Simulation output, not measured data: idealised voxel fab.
process module | voxel wiring stack
cross-section cut | 150 nm wide | cells 5 nm
A cross-section is a grid of square cells, given in bands from the top down. A band is one or more rows of cells.
Each band's line starts with the height of the band's top and of its bottom, in nm. Then come its materials from left to right, each with its width in nm. One material with "throughout" fills the band from edge to edge. "air" is empty space.
Height 0 is the level under which the wafer as received is all one material. The lowest band goes on downwards, as in "0 down".
A width such as "30 to 40" changes by the same amount from each row of cells to the next, from the band's top row to its bottom row.
"no change" after a step means that no cell of the cross-section changed.
closed voids: empty space of 8 cells or more with no open way to the top, each as width x height at its distance from the left edge, in nm
after a step's settings: what the simulator itself notes on the step
overlay nm, on a step with a mask: how far to the right of its planned place the mask lay; to the left if negative
plan
1 op RECEIVE | material Si
2 op CONFORMAL_DEP | material SiO2 | thk nm 10
3 op DIRECTIONAL_DEP | material TiN | thk nm 5
4 op DIRECTIONAL_DEP | material W | thk nm 20
5 op DIRECTIONAL_DEP | material aC | thk nm 15
6 op PATTERN | tone cover | mask id METAL_1 | material resist | width nm 30 | pitch nm 50 | thk nm 30 | overlay nm 0
7 op DIRECTIONAL_ETCH | etch materials aC | depth nm 15
8 op STRIP | etch materials resist
9 op DIRECTIONAL_ETCH | etch materials W | depth nm 20
10 op DIRECTIONAL_ETCH | etch materials TiN | depth nm 5
11 op STRIP | etch materials aC
12 op CONFORMAL_DEP | material SiCN | thk nm 5
13 op FILL_DEP | material SiO2 | thk nm 5
14 op CMP | height nm 35
15 op CONFORMAL_DEP | material SiCN | thk nm 5
16 op DIRECTIONAL_DEP | material lowk | thk nm 20
17 op MASKED_ETCH | tone open | mask id PLUG_1 | width nm 15 | etch materials lowk | depth nm 20 | overlay nm 0
18 op MASKED_ETCH | tone open | mask id PLUG_1 | width nm 15 | etch materials SiCN | depth nm 5 | overlay nm 0
19 op CONFORMAL_DEP | material TiN | thk nm 5
20 op FILL_DEP | material Cu | thk nm 5
21 op CMP | height nm 60
22 op CONFORMAL_DEP | material SiCN | thk nm 5
23 op DIRECTIONAL_DEP | material lowk | thk nm 20
24 op MASKED_ETCH | tone open | mask id METAL_2 | width nm 30 | pitch nm 50 | etch materials lowk | depth nm 20 | overlay nm 0
25 op MASKED_ETCH | tone open | mask id METAL_2 | width nm 30 | pitch nm 50 | etch materials SiCN | depth nm 5 | overlay nm 0
26 op CONFORMAL_DEP | material TiN | thk nm 5
27 op FILL_DEP | material Ru | thk nm 5
28 op CMP | height nm 85
29 op CONFORMAL_DEP | material SiCN | thk nm 5
30 op DIRECTIONAL_DEP | material SiO2 | thk nm 10
31 op PATTERN | tone open | mask id PLUG_2 | material resist | width nm 15 | pitch nm 50 | thk nm 20 | overlay nm 0
32 op DIRECTIONAL_ETCH | etch materials SiO2 | depth nm 10
33 op DIRECTIONAL_ETCH | etch materials SiCN | depth nm 5
34 op STRIP | etch materials resist
35 op CONFORMAL_DEP | material TiN | thk nm 5
36 op FILL_DEP | material Ru | thk nm 10
37 op CMP | height nm 100
38 op CONFORMAL_DEP | material SiN | thk nm 5
39 op DIRECTIONAL_DEP | material SiO2 | thk nm 25
40 op PATTERN | tone open | mask id METAL_3 | material resist | width nm 30 | pitch nm 50 | thk nm 20 | overlay nm 0
41 op DIRECTIONAL_ETCH | etch materials SiO2 | depth nm 25
42 op DIRECTIONAL_ETCH | etch materials SiN | depth nm 5
43 op STRIP | etch materials resist
44 op CONFORMAL_DEP | material TiN | thk nm 5
45 op FILL_DEP | material Cu | thk nm 5
46 op CMP | height nm 130
47 op CONFORMAL_DEP | material SiCN | thk nm 5
first wafer, as planned
as received, after step 1
  0 down: Si throughout
  closed voids: none
after step 2
  10 to 0: SiO2 throughout
  below 0: unchanged
after step 3
  15 to 10: TiN throughout
  below 10: unchanged
after step 4
  35 to 15: W throughout
  below 15: unchanged
after step 5
  50 to 35: aC throughout
  below 35: unchanged
after step 6
  80 to 50: air 35 | resist 30 | air 20 | resist 30 | air 35
  below 50: unchanged
after step 7
  65 to 50: air 35 | resist 30 | air 20 | resist 30 | air 35
  50 to 35: air 35 | aC 30 | air 20 | aC 30 | air 35
  below 35: unchanged
after step 8
  50 to 35: air 35 | aC 30 | air 20 | aC 30 | air 35
  below 35: unchanged
after step 9
  50 to 35: air 35 | aC 30 | air 20 | aC 30 | air 35
  35 to 15: air 35 | W 30 | air 20 | W 30 | air 35
  below 15: unchanged
after step 10
  50 to 35: air 35 | aC 30 | air 20 | aC 30 | air 35
  35 to 15: air 35 | W 30 | air 20 | W 30 | air 35
  15 to 10: air 35 | TiN 30 | air 20 | TiN 30 | air 35
  below 10: unchanged
after step 11
  35 to 15: air 35 | W 30 | air 20 | W 30 | air 35
  below 15: unchanged
after step 12
  40 to 35: air 30 | SiCN 40 | air 10 | SiCN 40 | air 30
  35 to 15: air 30 | SiCN 5 | W 30 | SiCN 5 | air 10 | SiCN 5 | W 30 | SiCN 5 | air 30
  15 to 10: SiCN 35 | TiN 30 | SiCN 20 | TiN 30 | SiCN 35
  below 10: unchanged
after step 13
  45 to 40: SiO2 throughout
  40 to 35: SiO2 30 | SiCN 40 | SiO2 10 | SiCN 40 | SiO2 30
  35 to 15: SiO2 30 | SiCN 5 | W 30 | SiCN 5 | SiO2 10 | SiCN 5 | W 30 | SiCN 5 | SiO2 30
  below 15: unchanged
after step 14
  35 to 15: SiO2 30 | SiCN 5 | W 30 | SiCN 5 | SiO2 10 | SiCN 5 | W 30 | SiCN 5 | SiO2 30
  below 15: unchanged
after step 15
  40 to 35: SiCN throughout
  below 35: unchanged
after step 16
  60 to 40: lowk throughout
  below 40: unchanged
after step 17
  60 to 40: lowk 35 | air 15 | lowk 100
  below 40: unchanged
after step 18
  60 to 40: lowk 35 | air 15 | lowk 100
  40 to 35: SiCN 35 | air 15 | SiCN 100
  below 35: unchanged
after step 19
  65 to 60: TiN 40 | air 5 | TiN 105
  60 to 40: lowk 35 | TiN 5 | air 5 | TiN 5 | lowk 100
  40 to 35: SiCN 35 | TiN 15 | SiCN 100
  below 35: unchanged
after step 20
  70 to 65: Cu throughout
  65 to 60: TiN 40 | Cu 5 | TiN 105
  60 to 40: lowk 35 | TiN 5 | Cu 5 | TiN 5 | lowk 100
  below 40: unchanged
after step 21
  60 to 40: lowk 35 | TiN 5 | Cu 5 | TiN 5 | lowk 100
  below 40: unchanged
after step 22
  65 to 60: SiCN throughout
  below 60: unchanged
after step 23
  85 to 65: lowk throughout
  below 65: unchanged
after step 24
  85 to 65: lowk 35 | air 30 | lowk 20 | air 30 | lowk 35
  below 65: unchanged
after step 25
  85 to 65: lowk 35 | air 30 | lowk 20 | air 30 | lowk 35
  65 to 60: SiCN 35 | air 30 | SiCN 20 | air 30 | SiCN 35
  below 60: unchanged
after step 26
  90 to 85: TiN 40 | air 20 | TiN 30 | air 20 | TiN 40
  85 to 65: lowk 35 | TiN 5 | air 20 | TiN 5 | lowk 20 | TiN 5 | air 20 | TiN 5 | lowk 35
  65 to 60: SiCN 35 | TiN 30 | SiCN 20 | TiN 30 | SiCN 35
  below 60: unchanged
after step 27
  95 to 90: Ru throughout
  90 to 85: TiN 40 | Ru 20 | TiN 30 | Ru 20 | TiN 40
  85 to 65: lowk 35 | TiN 5 | Ru 20 | TiN 5 | lowk 20 | TiN 5 | Ru 20 | TiN 5 | lowk 35
  below 65: unchanged
after step 28
  85 to 65: lowk 35 | TiN 5 | Ru 20 | TiN 5 | lowk 20 | TiN 5 | Ru 20 | TiN 5 | lowk 35
  below 65: unchanged
after step 29
  90 to 85: SiCN throughout
  below 85: unchanged
after step 30
  100 to 90: SiO2 throughout
  below 90: unchanged
after step 31
  120 to 100: resist 35 | air 15 | resist 35 | air 15 | resist 50
  below 100: unchanged
after step 32
  120 to 100: resist 35 | air 15 | resist 35 | air 15 | resist 50
  100 to 90: SiO2 35 | air 15 | SiO2 35 | air 15 | SiO2 50
  below 90: unchanged
after step 33
  120 to 100: resist 35 | air 15 | resist 35 | air 15 | resist 50
  100 to 90: SiO2 35 | air 15 | SiO2 35 | air 15 | SiO2 50
  90 to 85: SiCN 35 | air 15 | SiCN 35 | air 15 | SiCN 50
  below 85: unchanged
after step 34
  100 to 90: SiO2 35 | air 15 | SiO2 35 | air 15 | SiO2 50
  below 90: unchanged
after step 35
  105 to 100: TiN 40 | air 5 | TiN 45 | air 5 | TiN 55
  100 to 90: SiO2 35 | TiN 5 | air 5 | TiN 5 | SiO2 35 | TiN 5 | air 5 | TiN 5 | SiO2 50
  90 to 85: SiCN 35 | TiN 15 | SiCN 35 | TiN 15 | SiCN 50
  below 85: unchanged
after step 36
  115 to 105: Ru throughout
  105 to 100: TiN 40 | Ru 5 | TiN 45 | Ru 5 | TiN 55
  100 to 90: SiO2 35 | TiN 5 | Ru 5 | TiN 5 | SiO2 35 | TiN 5 | Ru 5 | TiN 5 | SiO2 50
  below 90: unchanged
after step 37
  100 to 90: SiO2 35 | TiN 5 | Ru 5 | TiN 5 | SiO2 35 | TiN 5 | Ru 5 | TiN 5 | SiO2 50
  below 90: unchanged
after step 38
  105 to 100: SiN throughout
  below 100: unchanged
after step 39
  130 to 105: SiO2 throughout
  below 105: unchanged
after step 40
  150 to 130: resist 35 | air 30 | resist 20 | air 30 | resist 35
  below 130: unchanged
after step 41
  150 to 130: resist 35 | air 30 | resist 20 | air 30 | resist 35
  130 to 105: SiO2 35 | air 30 | SiO2 20 | air 30 | SiO2 35
  below 105: unchanged
after step 42
  150 to 130: resist 35 | air 30 | resist 20 | air 30 | resist 35
  130 to 105: SiO2 35 | air 30 | SiO2 20 | air 30 | SiO2 35
  105 to 100: SiN 35 | air 30 | SiN 20 | air 30 | SiN 35
  below 100: unchanged
after step 43
  130 to 105: SiO2 35 | air 30 | SiO2 20 | air 30 | SiO2 35
  below 105: unchanged
after step 44
  135 to 130: TiN 40 | air 20 | TiN 30 | air 20 | TiN 40
  130 to 105: SiO2 35 | TiN 5 | air 20 | TiN 5 | SiO2 20 | TiN 5 | air 20 | TiN 5 | SiO2 35
  105 to 100: SiN 35 | TiN 30 | SiN 20 | TiN 30 | SiN 35
  below 100: unchanged
after step 45
  140 to 135: Cu throughout
  135 to 130: TiN 40 | Cu 20 | TiN 30 | Cu 20 | TiN 40
  130 to 105: SiO2 35 | TiN 5 | Cu 20 | TiN 5 | SiO2 20 | TiN 5 | Cu 20 | TiN 5 | SiO2 35
  below 105: unchanged
after step 46
  130 to 105: SiO2 35 | TiN 5 | Cu 20 | TiN 5 | SiO2 20 | TiN 5 | Cu 20 | TiN 5 | SiO2 35
  below 105: unchanged
after step 47
  135 to 130: SiCN throughout
  below 130: unchanged
second wafer: like start, like plan, one mistake. Through step 30 it matches the first wafer
when step 31 should have ended
  120 to 100: resist 35 | air 20 | resist 30 | air 20 | resist 45
  below 100: unchanged
when step 32 should have ended
  120 to 100: resist 35 | air 20 | resist 30 | air 20 | resist 45
  100 to 90: SiO2 35 | air 20 | SiO2 30 | air 20 | SiO2 45
  below 90: unchanged
when step 33 should have ended
  120 to 100: resist 35 | air 20 | resist 30 | air 20 | resist 45
  100 to 90: SiO2 35 | air 20 | SiO2 30 | air 20 | SiO2 45
  90 to 85: SiCN 35 | air 20 | SiCN 30 | air 20 | SiCN 45
  below 85: unchanged
when step 34 should have ended
  100 to 90: SiO2 35 | air 20 | SiO2 30 | air 20 | SiO2 45
  below 90: unchanged
when step 35 should have ended
  105 to 100: TiN 40 | air 10 | TiN 40 | air 10 | TiN 50
  100 to 90: SiO2 35 | TiN 5 | air 10 | TiN 5 | SiO2 30 | TiN 5 | air 10 | TiN 5 | SiO2 45
  90 to 85: SiCN 35 | TiN 20 | SiCN 30 | TiN 20 | SiCN 45
  below 85: unchanged
when step 36 should have ended
  115 to 105: Ru throughout
  105 to 100: TiN 40 | Ru 10 | TiN 40 | Ru 10 | TiN 50
  100 to 90: SiO2 35 | TiN 5 | Ru 10 | TiN 5 | SiO2 30 | TiN 5 | Ru 10 | TiN 5 | SiO2 45
  below 90: unchanged
when step 37 should have ended
  100 to 90: SiO2 35 | TiN 5 | Ru 10 | TiN 5 | SiO2 30 | TiN 5 | Ru 10 | TiN 5 | SiO2 45
  below 90: unchanged
when step 38 should have ended
  105 to 100: SiN throughout
  below 100: unchanged
when step 39 should have ended
  130 to 105: SiO2 throughout
  below 105: unchanged
when step 40 should have ended
  150 to 130: resist 35 | air 30 | resist 20 | air 30 | resist 35
  below 130: unchanged
when step 41 should have ended
  150 to 130: resist 35 | air 30 | resist 20 | air 30 | resist 35
  130 to 105: SiO2 35 | air 30 | SiO2 20 | air 30 | SiO2 35
  below 105: unchanged
when step 42 should have ended
  150 to 130: resist 35 | air 30 | resist 20 | air 30 | resist 35
  130 to 105: SiO2 35 | air 30 | SiO2 20 | air 30 | SiO2 35
  105 to 100: SiN 35 | air 30 | SiN 20 | air 30 | SiN 35
  below 100: unchanged
when step 43 should have ended
  130 to 105: SiO2 35 | air 30 | SiO2 20 | air 30 | SiO2 35
  below 105: unchanged
when step 44 should have ended
  135 to 130: TiN 40 | air 20 | TiN 30 | air 20 | TiN 40
  130 to 105: SiO2 35 | TiN 5 | air 20 | TiN 5 | SiO2 20 | TiN 5 | air 20 | TiN 5 | SiO2 35
  105 to 100: SiN 35 | TiN 30 | SiN 20 | TiN 30 | SiN 35
  below 100: unchanged
when step 45 should have ended
  140 to 135: Cu throughout
  135 to 130: TiN 40 | Cu 20 | TiN 30 | Cu 20 | TiN 40
  130 to 105: SiO2 35 | TiN 5 | Cu 20 | TiN 5 | SiO2 20 | TiN 5 | Cu 20 | TiN 5 | SiO2 35
  below 105: unchanged
when step 46 should have ended
  130 to 105: SiO2 35 | TiN 5 | Cu 20 | TiN 5 | SiO2 20 | TiN 5 | Cu 20 | TiN 5 | SiO2 35
  below 105: unchanged
when step 47 should have ended
  135 to 130: SiCN throughout
  below 130: unchanged
what went wrong: step 31 ran as: op PATTERN | tone open | mask id PLUG_2 | material resist | width nm 20 | pitch nm 50 | thk nm 20 | overlay nm 0
at the end the second wafer has, in cells: 4 more of Ru | 2 fewer of SiCN | 4 fewer of SiO2 | 2 more of TiN
